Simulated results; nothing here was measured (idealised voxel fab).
Herein follows the process module entitled voxel ribs on slabs.
The cross-section shown here is cut; it is 165 nm wide and divided into square cells measuring 5 nm on a side.
This document writes a cross-section as a grid whose cells are square, and gives it as bands, listed from the top down; one or more rows of cells form a band. Within each band entry, the heights of the top and of the bottom of the band appear first, in that order and in nm; the materials of the band then follow from left to right, each with its corresponding width in nm. The designation "throughout" on a single material indicates that it fills the band from edge to edge; the designation "empty" indicates empty space. Below 0: as-received wafer, all one material; heights counted from there. Lowest band: no bottom, goes on down, written "0 -> down". The notation "30..40" denotes a width that varies across the rows of cells in the band, beginning at the first number in the top row, finishing at the second number in the bottom row, and changing by an identical amount from each row to the next. No cell of the cross-section changed in a step that is given as "no modification". If an empty space has no open way to the top and is at least 8 cells in size, "Completely sealed voids" lists it, written width x height at distance, where distance is measured from the left edge and every value is in nm. Formally, on a step line, whatever follows the settings is a remark that the simulator itself makes on the step. What "overlay nm" on a step's line means: if the step has a mask, that mask lay this far to the right of its planned place, or, when the value is negative, to the left. Structure of the following material. The material consists of pairs of cross-sections. Each pair comprises the cross-section before one process step and the cross-section after that step, the latter shown only down to the lowest band that changed. The step between the cross-sections is specified beneath each pair, including its settings. Pairs are not necessarily consecutive: they may derive from different runs of this module performed on the same starting wafer. Continuity with the pair above is to be assumed only where the entry headed "Cross-section, before" of the pair in question states it.
[Cross-section, before]
  100 -> 75: empty (65)  resist (35)  empty (65)
  75 -> 65: aC throughout
  65 -> 55: W throughout
  55 -> 40: SiO2 throughout
  40 -> 30: SiO2 (70)  SiN (25)  SiO2 (70)
  30 -> 25: SiO2 (50)  SiN (55)  SiO2 (60)
  25 -> 0: SiO2 throughout
  0 -> down: Si throughout
  Completely sealed voids: none
[Post-Step Snapshot]
  90 -> 75: empty (65)  resist (35)  empty (65)
  75 -> 65: empty (65)  aC (35)  empty (65)
  Under the height 65 nothing was changed.
  Completely sealed voids: none
Step, before to after (see cross-sections above): DIRECTIONAL_ETCH with etch materials aC, depth nm 10
Cross-section, before: the state before this step is the cross-section shown after the step in the pair just above.
[Post-Step Snapshot]
  75 -> 65: empty (65)  aC (35)  empty (65)
  Under the height 65 nothing was changed.
  Completely sealed voids: none
Step, before to after (see cross-sections above): STRIP with etch materials resist
Cross-section, before: the state before this step is the cross-section shown after the step in the pair just above.
[Post-Step Snapshot]
  75 -> 65: empty (65)  aC (35)  empty (65)
  65 -> 55: empty (65)  W (35)  empty (65)
  Under the height 55 nothing was changed.
  Completely sealed voids: none
Step, before to after (see cross-sections above): DIRECTIONAL_ETCH with etch materials W, depth nm 10
Cross-section, before: the state before this step is the cross-section shown after the step in the pair just above.
[Post-Step Snapshot]
  65 -> 55: empty (65)  W (35)  empty (65)
  Under the height 55 nothing was changed.
  Completely sealed voids: none
Step, before to after (see cross-sections above): STRIP with etch materials aC
Cross-section, before: the state before this step is the cross-section shown after the step in the pair just above.
[Post-Step Snapshot]
  70 -> 65: empty (60)  SiO2 (45)  empty (60)
  65 -> 60: empty (60)  SiO2 (5)  W (35)  SiO2 (5)  empty (60)
  60 -> 55: SiO2 (65)  W (35)  SiO2 (65)
  Under the height 55 nothing was changed.
  Completely sealed voids: none
Step, before to after (see cross-sections above): CONFORMAL_DEP with material SiO2, thk nm 5
[Cross-section, before]
  40 -> 30: empty (70)  SiN (25)  empty (70)
  30 -> 25: empty (55)  SiN (55)  empty (55)
  25 -> 0: SiO2 throughout
  0 -> down: Si throughout
  Completely sealed voids: none
[Post-Step Snapshot]
  65 -> 40: W throughout
  40 -> 30: W (70)  SiN (25)  W (70)
  30 -> 25: W (55)  SiN (55)  W (55)
  Under the height 25 nothing was changed.
  Completely sealed voids: none
Step, before to after (see cross-sections above): FILL_DEP with material W, thk nm 25
Cross-section, before: the state before this step is the cross-section shown after the step in the pair just above.
[Post-Step Snapshot]
  55 -> 40: W throughout
  Under the height 40 nothing was changed.
  Completely sealed voids: none
Step, before to after (see cross-sections above): CMP with height nm 55
Cross-section, before: the state before this step is the cross-section shown after the step in the pair just above.
[Post-Step Snapshot]
  65 -> 40: W throughout
  Under the height 40 nothing was changed.
  Completely sealed voids: none
Step, before to after (see cross-sections above): DIRECTIONAL_DEP with material W, thk nm 10
Cross-section, before: the state before this step is the cross-section shown after the step in the pair just above.
[Post-Step Snapshot]
  75 -> 65: aC throughout
  Under the height 65 nothing was changed.
  Completely sealed voids: none
Step, before to after (see cross-sections above): DIRECTIONAL_DEP with material aC, thk nm 10
Cross-section, before: the state before this step is the cross-section shown after the step in the pair just above.
[Post-Step Snapshot]
  100 -> 75: empty (65)  resist (35)  empty (65)
  Under the height 75 nothing was changed.
  Completely sealed voids: none
Step, before to after (see cross-sections above): PATTERN with tone cover, mask id HEATER, material resist, width nm 35, thk nm 25, overlay nm 0
Cross-section, before: the state before this step is the cross-section shown after the step in the pair just above.
[Post-Step Snapshot]
  90 -> 75: empty (65)  resist (35)  empty (65)
  75 -> 65: empty (65)  aC (35)  empty (65)
  Under the height 65 nothing was changed.
  Completely sealed voids: none
Step, before to after (see cross-sections above): DIRECTIONAL_ETCH with etch materials aC, depth nm 10
Cross-section, before: the state before this step is the cross-section shown after the step in the pair just above.
[Post-Step Snapshot]
  75 -> 65: empty (65)  aC (35)  empty (65)
  Under the height 65 nothing was changed.
  Completely sealed voids: none
Step, before to after (see cross-sections above): STRIP with etch materials resist
Cross-section, before: the state before this step is the cross-section shown after the step in the pair just above.
[Post-Step Snapshot]
  75 -> 65: empty (65)  aC (35)  empty (65)
  65 -> 55: empty (65)  W (35)  empty (65)
  Under the height 55 nothing was changed.
  Completely sealed voids: none
Step, before to after (see cross-sections above): DIRECTIONAL_ETCH with etch materials W, depth nm 10
Cross-section, before: the state before this step is the cross-section shown after the step in the pair just above.
[Post-Step Snapshot]
  65 -> 55: empty (65)  W (35)  empty (65)
  Under the height 55 nothing was changed.
  Completely sealed voids: none
Step, before to after (see cross-sections above): STRIP with etch materials aC
Cross-section, before: the state before this step is the cross-section shown after the step in the pair just above.
[Post-Step Snapshot]
  70 -> 65: empty (60)  SiO2 (45)  empty (60)
  65 -> 60: empty (60)  SiO2 (5)  W (35)  SiO2 (5)  empty (60)
  60 -> 55: SiO2 (65)  W (35)  SiO2 (65)
  Under the height 55 nothing was changed.
  Completely sealed voids: none
Step, before to after (see cross-sections above): CONFORMAL_DEP with material SiO2, thk nm 5
[Cross-section, before]
  50 -> 40: aC throughout
  40 -> 25: SiN throughout
  25 -> 0: SiO2 throughout
  0 -> down: Si throughout
  Completely sealed voids: none
[Post-Step Snapshot]
  75 -> 50: resist (70)  empty (25)  resist (70)
  Under the height 50 nothing was changed.
  Completely sealed voids: none
Step, before to after (see cross-sections above): PATTERN with tone open, mask id RIB, material resist, width nm 25, thk nm 25, overlay nm 0
Cross-section, before: the state before this step is the cross-section shown after the step in the pair just above.
[Post-Step Snapshot]
  65 -> 50: resist (70)  empty (25)  resist (70)
  50 -> 40: aC (70)  empty (25)  aC (70)
  Under the height 40 nothing was changed.
  Completely sealed voids: none
Step, before to after (see cross-sections above): DIRECTIONAL_ETCH with etch materials aC, depth nm 10
Cross-section, before: the state before this step is the cross-section shown after the step in the pair just above.
[Post-Step Snapshot]
  50 -> 40: aC (70)  empty (25)  aC (70)
  Under the height 40 nothing was changed.
  Completely sealed voids: none
Step, before to after (see cross-sections above): STRIP with etch materials resist
Cross-section, before: the state before this step is the cross-section shown after the step in the pair just above.
[Post-Step Snapshot]
  50 -> 40: aC (70)  empty (25)  aC (70)
  40 -> 30: SiN (70)  empty (25)  SiN (70)
  Under the height 30 nothing was changed.
  Completely sealed voids: none
Step, before to after (see cross-sections above): DIRECTIONAL_ETCH with etch materials SiN, depth nm 10
Cross-section, before: the state before this step is the cross-section shown after the step in the pair just above.
[Post-Step Snapshot]
  40 -> 30: SiN (70)  empty (25)  SiN (70)
  Under the height 30 nothing was changed.
  Completely sealed voids: none
Step, before to after (see cross-sections above): STRIP with etch materials aC
Cross-section, before: the state before this step is the cross-section shown after the step in the pair just above.
[Post-Step Snapshot]
  55 -> 40: empty (55)  resist (55)  empty (55)
  40 -> 30: SiN (70)  resist (25)  SiN (70)
  Under the height 30 nothing was changed.
  Completely sealed voids: none
Step, before to after (see cross-sections above): PATTERN with tone cover, mask id SLAB, material resist, width nm 55, thk nm 15, overlay nm 0
Cross-section, before: the state before this step is the cross-section shown after the step in the pair just above.
[Post-Step Snapshot]
  55 -> 40: empty (55)  resist (55)  empty (55)
  40 -> 35: empty (55)  SiN (15)  resist (25)  SiN (15)  empty (55)
  Under the height 35 nothing was changed.
  Completely sealed voids: none
Step, before to after (see cross-sections above): DIRECTIONAL_ETCH with etch materials SiN, depth nm 5
Cross-section, before: the state before this step is the cross-section shown after the step in the pair just above.
[Post-Step Snapshot]
  40 -> 35: empty (55)  SiN (15)  empty (25)  SiN (15)  empty (55)
  35 -> 30: SiN (70)  empty (25)  SiN (70)
  Under the height 30 nothing was changed.
  Completely sealed voids: none
Step, before to after (see cross-sections above): STRIP with etch materials resist
Cross-section, before: the state before this step is the cross-section shown after the step in the pair just above.
[Post-Step Snapshot]
  65 -> 40: SiO2 throughout
  40 -> 35: SiO2 (55)  SiN (15)  SiO2 (25)  SiN (15)  SiO2 (55)
  35 -> 30: SiN (70)  SiO2 (25)  SiN (70)
  Under the height 30 nothing was changed.
  Completely sealed voids: none
Step, before to after (see cross-sections above): FILL_DEP with material SiO2, thk nm 25
Cross-section, before: the state before this step is the cross-section shown after the step in the pair just above.
[Post-Step Snapshot]
  55 -> 40: SiO2 throughout
  Under the height 40 nothing was changed.
  Completely sealed voids: none
Step, before to after (see cross-sections above): CMP with height nm 55
Cross-section, before: the state before this step is the cross-section shown after the step in the pair just above.
[Post-Step Snapshot]
  65 -> 55: W throughout
  Under the height 55 nothing was changed.
  Completely sealed voids: none
Step, before to after (see cross-sections above): DIRECTIONAL_DEP with material W, thk nm 10
Cross-section, before: the state before this step is the cross-section shown after the step in the pair just above.
[Post-Step Snapshot]
  75 -> 65: aC throughout
  Under the height 65 nothing was changed.
  Completely sealed voids: none
Step, before to after (see cross-sections above): DIRECTIONAL_DEP with material aC, thk nm 10
Cross-section, before: the state before this step is the cross-section shown after the step in the pair just above.
[Post-Step Snapshot]
  100 -> 75: empty (65)  resist (35)  empty (65)
  Under the height 75 nothing was changed.
  Completely sealed voids: none
Step, before to after (see cross-sections above): PATTERN with tone cover, mask id HEATER, material resist, width nm 35, thk nm 25, overlay nm 0
Cross-section, before: the state before this step is the cross-section shown after the step in the pair just above.
[Post-Step Snapshot]
  90 -> 75: empty (65)  resist (35)  empty (65)
  75 -> 65: empty (65)  aC (35)  empty (65)
  Under the height 65 nothing was changed.
  Completely sealed voids: none
Step, before to after (see cross-sections above): DIRECTIONAL_ETCH with etch materials aC, depth nm 10
Cross-section, before: the state before this step is the cross-section shown after the step in the pair just above.
[Post-Step Snapshot]
  75 -> 65: empty (65)  aC (35)  empty (65)
  Under the height 65 nothing was changed.
  Completely sealed voids: none
Step, before to after (see cross-sections above): STRIP with etch materials resist
Cross-section, before: the state before this step is the cross-section shown after the step in the pair just above.
[Post-Step Snapshot]
  75 -> 65: empty (65)  aC (35)  empty (65)
  65 -> 55: empty (65)  W (35)  empty (65)
  Under the height 55 nothing was changed.
  Completely sealed voids: none
Step, before to after (see cross-sections above): DIRECTIONAL_ETCH with etch materials W, depth nm 10
Cross-section, before: the state before this step is the cross-section shown after the step in the pair just above.
[Post-Step Snapshot]
  65 -> 55: empty (65)  W (35)  empty (65)
  Under the height 55 nothing was changed.
  Completely sealed voids: none
Step, before to after (see cross-sections above): STRIP with etch materials aC
Cross-section, before: the state before this step is the cross-section shown after the step in the pair just above.
[Post-Step Snapshot]
  70 -> 65: empty (60)  SiO2 (45)  empty (60)
  65 -> 60: empty (60)  SiO2 (5)  W (35)  SiO2 (5)  empty (60)
  60 -> 55: SiO2 (65)  W (35)  SiO2 (65)
  Under the height 55 nothing was changed.
  Completely sealed voids: none
Step, before to after (see cross-sections above): CONFORMAL_DEP with material SiO2, thk nm 5
